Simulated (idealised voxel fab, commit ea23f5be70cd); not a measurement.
Process module in this document: voxel trench capacitor
Section shown: cut. Width: 290 nm. Cell size: 5 nm, square.
Cross-section spec: square-cell grid; bands listed top down; each band is one or more rows.
A band entry consists of two parts. The first gives the height of the band's top and the height of its bottom, in nm. The rest lists the band's materials from left to right, each with its width in nm. A single material labelled with the word "throughout" fills the band from edge to edge, and the word "empty" marks empty space.
Height datum 0, below which the as-received substrate wafer is one material. Lowest band open at the bottom, running downward: "0 nm and below".
So if you see something like "30 to 40" for the width, read it as the top row of the band sitting at the first number and the bottom row at the second, with every row in between moving by the same amount as the last.
What does "all unchanged" mean for a step? It means no cell of the cross-section changed in that step.
Empty spaces counting at least 8 cells and having no open way to the top are listed in "Closed void entries". The notation width x height at distance is used for each, the distance being from the left edge and all three values in nm.
Text after the settings on a step's line: the simulator's own remark on that step.
When a step includes a mask, the "overlay nm" setting on its line states how far to the right of its planned place that mask lay, and negative values state how far to the left.
**Planned step list for the process**
1 RECEIVE (material Si)
2 CONFORMAL_DEP (material SiN; thk nm 5)
3 DIRECTIONAL_DEP (material aC; thk nm 15)
4 PATTERN (tone open; mask id TRENCH; material resist; width nm 20; pitch nm 35; thk nm 30; overlay nm 0)
5 DIRECTIONAL_ETCH (etch materials aC; depth nm 15)
6 STRIP (etch materials resist)
7 DIRECTIONAL_ETCH (etch materials SiN; depth nm 5)
8 DIRECTIONAL_ETCH (etch materials Si; depth nm 30)
9 STRIP (etch materials aC)
10 CONFORMAL_DEP (material Al2O3; thk nm 5)
11 FILL_DEP (material polySi; thk nm 10)
12 CMP (height nm 5)
**Account of the first of two wafers, which was processed as intended**
**Shown in cross-section is the wafer as received, that is, as it stands after step 1**
* 0 nm and below = Si throughout
* Closed void entries: none
**Step 2 done - wafer cross-section**
* 5 nm to 0 nm = SiN throughout
* Below 0 it's all the same as before, nothing changed down there.
**Step 3 done - wafer cross-section**
* 20 nm to 5 nm = aC throughout
* Below 5 it's all the same as before, nothing changed down there.
**Step 4 done - wafer cross-section**
* 50 nm to 20 nm = resist=115, empty=20, resist=15, empty=20, resist=120
* Below 20 it's all the same as before, nothing changed down there.
**Step 5 done - wafer cross-section**
* 35 nm to 20 nm = resist=115, empty=20, resist=15, empty=20, resist=120
* 20 nm to 5 nm = aC=115, empty=20, aC=15, empty=20, aC=120
* Below 5 it's all the same as before, nothing changed down there.
**Step 6 done - wafer cross-section**
* 20 nm to 5 nm = aC=115, empty=20, aC=15, empty=20, aC=120
* Below 5 it's all the same as before, nothing changed down there.
**Step 7 done - wafer cross-section**
* 20 nm to 5 nm = aC=115, empty=20, aC=15, empty=20, aC=120
* 5 nm to 0 nm = SiN=115, empty=20, SiN=15, empty=20, SiN=120
* Below 0 it's all the same as before, nothing changed down there.
**Step 8 done - wafer cross-section**
* 20 nm to 5 nm = aC=115, empty=20, aC=15, empty=20, aC=120
* 5 nm to 0 nm = SiN=115, empty=20, SiN=15, empty=20, SiN=120
* 0 nm to -30 nm = Si=115, empty=20, Si=15, empty=20, Si=120
* Below -30 it's all the same as before, nothing changed down there.
**Step 9 done - wafer cross-section**
* 5 nm to 0 nm = SiN=115, empty=20, SiN=15, empty=20, SiN=120
* Below 0 it's all the same as before, nothing changed down there.
**Step 10 done - wafer cross-section**
* 10 nm to 5 nm = Al2O3=120, empty=10, Al2O3=25, empty=10, Al2O3=125
* 5 nm to 0 nm = SiN=115, Al2O3=5, empty=10, Al2O3=5, SiN=15, Al2O3=5, empty=10, Al2O3=5, SiN=120
* 0 nm to -25 nm = Si=115, Al2O3=5, empty=10, Al2O3=5, Si=15, Al2O3=5, empty=10, Al2O3=5, Si=120
* -25 nm to -30 nm = Si=115, Al2O3=20, Si=15, Al2O3=20, Si=120
* Below -30 it's all the same as before, nothing changed down there.
**Step 11 done - wafer cross-section**
* 20 nm to 10 nm = polySi throughout
* 10 nm to 5 nm = Al2O3=120, polySi=10, Al2O3=25, polySi=10, Al2O3=125
* 5 nm to 0 nm = SiN=115, Al2O3=5, polySi=10, Al2O3=5, SiN=15, Al2O3=5, polySi=10, Al2O3=5, SiN=120
* 0 nm to -25 nm = Si=115, Al2O3=5, polySi=10, Al2O3=5, Si=15, Al2O3=5, polySi=10, Al2O3=5, Si=120
* Below -25 it's all the same as before, nothing changed down there.
**Step 12 done - wafer cross-section**
* 5 nm to 0 nm = SiN=115, Al2O3=5, polySi=10, Al2O3=5, SiN=15, Al2O3=5, polySi=10, Al2O3=5, SiN=120
* Below 0 it's all the same as before, nothing changed down there.
**Regarding the second of the two wafers: it shared the first wafer's starting condition and process plan, yet one error occurred during its execution. Its history coincides with that of the first wafer up to and including step 3**
**Second wafer: cross-section at the scheduled end of step 4**
* 50 nm to 20 nm = resist=105, empty=20, resist=15, empty=20, resist=130
* Below 20 it's all the same as before, nothing changed down there.
**Second wafer: cross-section at the scheduled end of step 5**
* 35 nm to 20 nm = resist=105, empty=20, resist=15, empty=20, resist=130
* 20 nm to 5 nm = aC=105, empty=20, aC=15, empty=20, aC=130
* Below 5 it's all the same as before, nothing changed down there.
**Second wafer: cross-section at the scheduled end of step 6**
* 20 nm to 5 nm = aC=105, empty=20, aC=15, empty=20, aC=130
* Below 5 it's all the same as before, nothing changed down there.
**Second wafer: cross-section at the scheduled end of step 7**
* 20 nm to 5 nm = aC=105, empty=20, aC=15, empty=20, aC=130
* 5 nm to 0 nm = SiN=105, empty=20, SiN=15, empty=20, SiN=130
* Below 0 it's all the same as before, nothing changed down there.
**Second wafer: cross-section at the scheduled end of step 8**
* 20 nm to 5 nm = aC=105, empty=20, aC=15, empty=20, aC=130
* 5 nm to 0 nm = SiN=105, empty=20, SiN=15, empty=20, SiN=130
* 0 nm to -30 nm = Si=105, empty=20, Si=15, empty=20, Si=130
* Below -30 it's all the same as before, nothing changed down there.
**Second wafer: cross-section at the scheduled end of step 9**
* 5 nm to 0 nm = SiN=105, empty=20, SiN=15, empty=20, SiN=130
* Below 0 it's all the same as before, nothing changed down there.
**Second wafer: cross-section at the scheduled end of step 10**
* 10 nm to 5 nm = Al2O3=110, empty=10, Al2O3=25, empty=10, Al2O3=135
* 5 nm to 0 nm = SiN=105, Al2O3=5, empty=10, Al2O3=5, SiN=15, Al2O3=5, empty=10, Al2O3=5, SiN=130
* 0 nm to -25 nm = Si=105, Al2O3=5, empty=10, Al2O3=5, Si=15, Al2O3=5, empty=10, Al2O3=5, Si=130
* -25 nm to -30 nm = Si=105, Al2O3=20, Si=15, Al2O3=20, Si=130
* Below -30 it's all the same as before, nothing changed down there.
**Second wafer: cross-section at the scheduled end of step 11**
* 20 nm to 10 nm = polySi throughout
* 10 nm to 5 nm = Al2O3=110, polySi=10, Al2O3=25, polySi=10, Al2O3=135
* 5 nm to 0 nm = SiN=105, Al2O3=5, polySi=10, Al2O3=5, SiN=15, Al2O3=5, polySi=10, Al2O3=5, SiN=130
* 0 nm to -25 nm = Si=105, Al2O3=5, polySi=10, Al2O3=5, Si=15, Al2O3=5, polySi=10, Al2O3=5, Si=130
* Below -25 it's all the same as before, nothing changed down there.
**Second wafer: cross-section at the scheduled end of step 12**
* 5 nm to 0 nm = SiN=105, Al2O3=5, polySi=10, Al2O3=5, SiN=15, Al2O3=5, polySi=10, Al2O3=5, SiN=130
* Below 0 it's all the same as before, nothing changed down there.
Deviation noted in wafer processing: step 4 ran with different settings than intended, the actual operation and settings being PATTERN (tone open; mask id TRENCH; material resist; width nm 20; pitch nm 35; thk nm 30; overlay nm -10)
When the process is done, the second wafer contains the same cell count of every material as the first wafer, but distributed over other locations.
